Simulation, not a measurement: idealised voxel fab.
Process module heading - voxel plated lines
The cross-section on display is named cut; it measures 245 nm wide, and its cells are 5 nm squares.
A cross-section in this document is a grid of square cells, and it is written down as bands, the top band listed before the ones below it; a band is made up of one or more rows of cells.
Basically the band line says how high the top is and how high the bottom is, in nm, and then what's in it from left to right, every material with its width in nm. Empty space shows up as "air", and if a single material carries "full width" it runs the full band edge to edge.
Height reference: 0 = level under which incoming wafer is all one material. Lowest band: no bottom, runs on downward, e.g. "top 0, no bottom".
A width given as "30..40" starts at the first number in the band's top row and ends at the second number in its bottom row, shifting by an equal amount at every step from row to row.
"no modifications", as given for a step, is the statement that not any cell of the cross-section underwent a change during that step.
Closed empty spaces (no open way to the top) of 8 cells or more are what "Sealed internal cavities" lists, each as width x height at distance from the left edge, nm for all three.
Where a step's line continues beyond its settings, the continuation is a remark by the simulator itself on that step.
Steps that use a mask can have "overlay nm" on their line. It says how far the mask sat to the right of where it was meant to be. Negative means to the left.
# This section lists the process steps that were planned
1 RECEIVE with material Si
2 CONFORMAL_DEP with material SiN, thk nm 15
3 DIRECTIONAL_DEP with material TiN, thk nm 5
4 PATTERN with tone open, mask id LINES, material resist, width nm 15, pitch nm 35, thk nm 40, overlay nm 0
5 EPI with material Ru, thk nm 5
6 EPI with material Ru, thk nm 5
7 EPI with material Ru, thk nm 5
8 STRIP with etch materials resist
9 DIRECTIONAL_ETCH with etch materials TiN, depth nm 5
10 CONFORMAL_DEP with material SiN, thk nm 10
# What follows covers the first of two wafers; it ran as planned
# Wafer at receipt (post step 1), cross-section
    top 0, no bottom: Si full width
    Sealed internal cavities: none
# Wafer xsec, post step 2
    top 15, bottom 0: SiN full width
    below 0: unchanged
# Wafer xsec, post step 3
    top 20, bottom 15: TiN full width
    below 15: unchanged
# Wafer xsec, post step 4
    top 60, bottom 20: resist: 80 / air: 15 / resist: 20 / air: 15 / resist: 20 / air: 15 / resist: 80
    below 20: unchanged
# Wafer xsec, post step 5
    top 60, bottom 25: resist: 80 / air: 15 / resist: 20 / air: 15 / resist: 20 / air: 15 / resist: 80
    top 25, bottom 20: resist: 80 / Ru: 15 / resist: 20 / Ru: 15 / resist: 20 / Ru: 15 / resist: 80
    below 20: unchanged
# Wafer xsec, post step 6
    top 60, bottom 30: resist: 80 / air: 15 / resist: 20 / air: 15 / resist: 20 / air: 15 / resist: 80
    top 30, bottom 20: resist: 80 / Ru: 15 / resist: 20 / Ru: 15 / resist: 20 / Ru: 15 / resist: 80
    below 20: unchanged
# Wafer xsec, post step 7
    top 60, bottom 35: resist: 80 / air: 15 / resist: 20 / air: 15 / resist: 20 / air: 15 / resist: 80
    top 35, bottom 20: resist: 80 / Ru: 15 / resist: 20 / Ru: 15 / resist: 20 / Ru: 15 / resist: 80
    below 20: unchanged
# Wafer xsec, post step 8
    top 35, bottom 20: air: 80 / Ru: 15 / air: 20 / Ru: 15 / air: 20 / Ru: 15 / air: 80
    below 20: unchanged
# Wafer xsec, post step 9
    top 35, bottom 20: air: 80 / Ru: 15 / air: 20 / Ru: 15 / air: 20 / Ru: 15 / air: 80
    top 20, bottom 15: air: 80 / TiN: 15 / air: 20 / TiN: 15 / air: 20 / TiN: 15 / air: 80
    below 15: unchanged
# Wafer xsec, post step 10
    top 45, bottom 35: air: 70 / SiN: 105 / air: 70
    top 35, bottom 25: air: 70 / SiN: 10 / Ru: 15 / SiN: 20 / Ru: 15 / SiN: 20 / Ru: 15 / SiN: 10 / air: 70
    top 25, bottom 20: SiN: 80 / Ru: 15 / SiN: 20 / Ru: 15 / SiN: 20 / Ru: 15 / SiN: 80
    top 20, bottom 15: SiN: 80 / TiN: 15 / SiN: 20 / TiN: 15 / SiN: 20 / TiN: 15 / SiN: 80
    below 15: unchanged
# Second wafer - shared start and plan with the first - one error in running - same as the first up to step 3 inclusive
# Second wafer, sectioned view, at step 4's planned end time
    top 60, bottom 20: resist: 80 / air: 20 / resist: 15 / air: 20 / resist: 15 / air: 20 / resist: 75
    below 20: unchanged
# Second wafer, sectioned view, at step 5's planned end time
    top 60, bottom 25: resist: 80 / air: 20 / resist: 15 / air: 20 / resist: 15 / air: 20 / resist: 75
    top 25, bottom 20: resist: 80 / Ru: 20 / resist: 15 / Ru: 20 / resist: 15 / Ru: 20 / resist: 75
    below 20: unchanged
# Second wafer, sectioned view, at step 6's planned end time
    top 60, bottom 30: resist: 80 / air: 20 / resist: 15 / air: 20 / resist: 15 / air: 20 / resist: 75
    top 30, bottom 20: resist: 80 / Ru: 20 / resist: 15 / Ru: 20 / resist: 15 / Ru: 20 / resist: 75
    below 20: unchanged
# Second wafer, sectioned view, at step 7's planned end time
    top 60, bottom 35: resist: 80 / air: 20 / resist: 15 / air: 20 / resist: 15 / air: 20 / resist: 75
    top 35, bottom 20: resist: 80 / Ru: 20 / resist: 15 / Ru: 20 / resist: 15 / Ru: 20 / resist: 75
    below 20: unchanged
# Second wafer, sectioned view, at step 8's planned end time
    top 35, bottom 20: air: 80 / Ru: 20 / air: 15 / Ru: 20 / air: 15 / Ru: 20 / air: 75
    below 20: unchanged
# Second wafer, sectioned view, at step 9's planned end time
    top 35, bottom 20: air: 80 / Ru: 20 / air: 15 / Ru: 20 / air: 15 / Ru: 20 / air: 75
    top 20, bottom 15: air: 80 / TiN: 20 / air: 15 / TiN: 20 / air: 15 / TiN: 20 / air: 75
    below 15: unchanged
# Second wafer, sectioned view, at step 10's planned end time
    top 45, bottom 35: air: 70 / SiN: 110 / air: 65
    top 35, bottom 25: air: 70 / SiN: 10 / Ru: 20 / SiN: 15 / Ru: 20 / SiN: 15 / Ru: 20 / SiN: 10 / air: 65
    top 25, bottom 20: SiN: 80 / Ru: 20 / SiN: 15 / Ru: 20 / SiN: 15 / Ru: 20 / SiN: 75
    top 20, bottom 15: SiN: 80 / TiN: 20 / SiN: 15 / TiN: 20 / SiN: 15 / TiN: 20 / SiN: 75
    below 15: unchanged
Short version of what went wrong: not per plan at step 4, really ran PATTERN with tone open, mask id LINES, material resist, width nm 20, pitch nm 35, thk nm 40, overlay nm 0
The second wafer ends with more or fewer cells of some materials than the first, per final count: 9 more of Ru | 8 fewer of SiN | 3 more of TiN
